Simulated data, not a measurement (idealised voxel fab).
The document below concerns the process module designated voxel ribs on slabs.
Cross-section cut spans 235 nm and uses square cells 5 nm in size.
How to read a cross-section here: the picture is a grid of square cells, written as bands going from the top down, and any band can span one or more rows of cells.
Quick guide to a band line: top height, bottom height (nm) up front; then every material left to right with its width in nm. Only one material and it's marked "everywhere"? Then it fills the band edge to edge. And "blank" just means empty space.
Measure heights from 0. That's the level where, below it, the as-received wafer is all one material. The lowest band is bottomless and extends downward; write it as in "z 0 and below".
Read "30..40" as a graded width: first number on top, second number at the bottom, same change between each pair of neighbouring rows.
Step note "nothing different" = no cross-section cell changed.
Empty spaces counting at least 8 cells and having no open way to the top are listed in "Catalogued sealed voids". The notation width x height at distance is used for each, the distance being from the left edge and all three values in nm.
Past the settings on a step's line: simulator remark, on that step.
overlay nm: for a step with a mask, the amount by which the mask lay right of where it was planned; a negative amount means left of it.

List of planned process steps:
| 1 | RECEIVE | material Si |
| 2 | DIRECTIONAL_DEP | material SiO2 | thk nm 20 |
| 3 | DIRECTIONAL_DEP | material polySi | thk nm 15 |
| 4 | DIRECTIONAL_DEP | material aC | thk nm 15 |
| 5 | PATTERN | tone cover | mask id RIB | material resist | width nm 30 | thk nm 30 | overlay nm 0 |
| 6 | DIRECTIONAL_ETCH | etch materials aC | depth nm 15 |
| 7 | STRIP | etch materials resist |
| 8 | DIRECTIONAL_ETCH | etch materials polySi | depth nm 5 |
| 9 | STRIP | etch materials aC |
| 10 | MASKED_ETCH | tone cover | mask id SLAB | width nm 80 | etch materials polySi | depth nm 10 | overlay nm 0 |
| 11 | FILL_DEP | material SiO2 | thk nm 30 |
| 12 | CMP | height nm 55 |
| 13 | DIRECTIONAL_DEP | material W | thk nm 5 |
| 14 | DIRECTIONAL_DEP | material aC | thk nm 15 |
| 15 | PATTERN | tone cover | mask id HEATER | material resist | width nm 40 | thk nm 30 | overlay nm 0 |
| 16 | DIRECTIONAL_ETCH | etch materials aC | depth nm 15 |
| 17 | STRIP | etch materials resist |
| 18 | DIRECTIONAL_ETCH | etch materials W | depth nm 5 |
| 19 | STRIP | etch materials aC |
| 20 | CONFORMAL_DEP | material SiO2 | thk nm 5 |

Cross-section of the wafer as it came to us, i.e., already through step 1:
    z 0 and below | Si everywhere
    Catalogued sealed voids: none

The plan above was carried out on the starting structure above with one mistake, and this cross-section shows the wafer at the end of the module:
    z 60 to 55 | blank=90; SiO2=50; blank=95
    z 55 to 50 | SiO2=95; W=40; SiO2=100
    z 50 to 35 | SiO2 everywhere
    z 35 to 30 | SiO2=100; polySi=30; SiO2=105
    z 30 to 20 | SiO2=75; polySi=80; SiO2=80
    z 20 to 0 | SiO2 everywhere
    z 0 and below | Si everywhere
    Catalogued sealed voids: none
Finding, execution versus plan: step 12 ran differently from the plan; actual operation with settings: CMP | height nm 50
